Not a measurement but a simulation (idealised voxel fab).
You're looking at the process module voxel released beams.
Square cells of 5 nm make up the cross-section cut, whose width is 200 nm.
Just so we're on the same page, the cross-sections are grids of square cells, and they're listed out in bands top to bottom, each band one or more rows deep.
Band: top height; bottom height; in nm. Then, left to right: material with width in nm, for each material. "edge to edge": a single material spanning edge to edge. "air": empty space.
Measure heights from 0. That's the level where, below it, the as-received wafer is all one material. The lowest band is bottomless and extends downward; write it as in "0 down".
Width: "30 to 40" (first number = top row, second number = bottom row, same change from row to row of cells).
Where the words "no modification" appear for a step, the cross-section shows no cell changed by that step; every cell remained as before.
Closed empty spaces (no open way to the top) of 8 cells or more are what "Trapped void list" lists, each as width x height at distance from the left edge, nm for all three.
Text after the settings on a step's line: the simulator's own remark on that step.
You can add "overlay nm" to a step's line. For a step with a mask, it describes how far the mask lay to the right of its planned position, and a negative number describes a lay to the left.

**Listed below are the process steps as planned**
1: RECEIVE | material Si
2: CONFORMAL_DEP | material SiN | thk nm 5
3: DIRECTIONAL_DEP | material SiO2 | thk nm 15
4: DIRECTIONAL_DEP | material aC | thk nm 15
5: PATTERN | tone open | mask id ANCHOR | material resist | width nm 45 | thk nm 30 | overlay nm 0
6: DIRECTIONAL_ETCH | etch materials aC | depth nm 15
7: STRIP | etch materials resist
8: DIRECTIONAL_ETCH | etch materials SiO2 | depth nm 15
9: STRIP | etch materials aC
10: CONFORMAL_DEP | material W | thk nm 15
11: PATTERN | tone cover | mask id BEAM | material resist | width nm 90 | thk nm 20 | overlay nm 0
12: DIRECTIONAL_ETCH | etch materials W | depth nm 5
13: STRIP | etch materials resist
14: STRIP | etch materials SiO2
The plan's step 12 depth nm is the first wafer's value; the wafers differ in this setting and start identical.

**As-received cross-section, first of several wafers, post step 1**
  0 down = Si edge to edge
  Trapped void list: none

**Cross-section of the first of several wafers, taken after step 14, where the module ends**
  35 to 30 = 50 of air, 20 of W, 15 of air, 55 of W, 60 of air
  30 to 20 = 70 of W, 15 of air, 115 of W
  20 to 5 = 55 of SiO2, 45 of W, 100 of SiO2
  5 to 0 = SiN edge to edge
  0 down = Si edge to edge
  Trapped void list: none

**Module end, final wafer: cross-section**
  35 to 20 = 50 of air, 20 of W, 15 of air, 55 of W, 60 of air
  20 to 5 = 55 of air, 45 of W, 100 of air
  5 to 0 = SiN edge to edge
  0 down = Si edge to edge
  Trapped void list: none

**Below, a row for every wafer. Read it as the end-of-module picture: for each material the wafer shows its cells gained (+) or lost (-) since it was received, and then its closed voids**
depth nm 5; +40 SiN; +93 SiO2; +116 W; Trapped void list: none
depth nm 10; +40 SiN; +93 SiO2; +94 W; Trapped void list: none
depth nm 15; +40 SiN; +72 W; Trapped void list: none
depth nm 20; +40 SiN; +72 W; Trapped void list: none
depth nm 25; +40 SiN; +72 W; Trapped void list: none
depth nm 30; +40 SiN; +72 W; Trapped void list: none
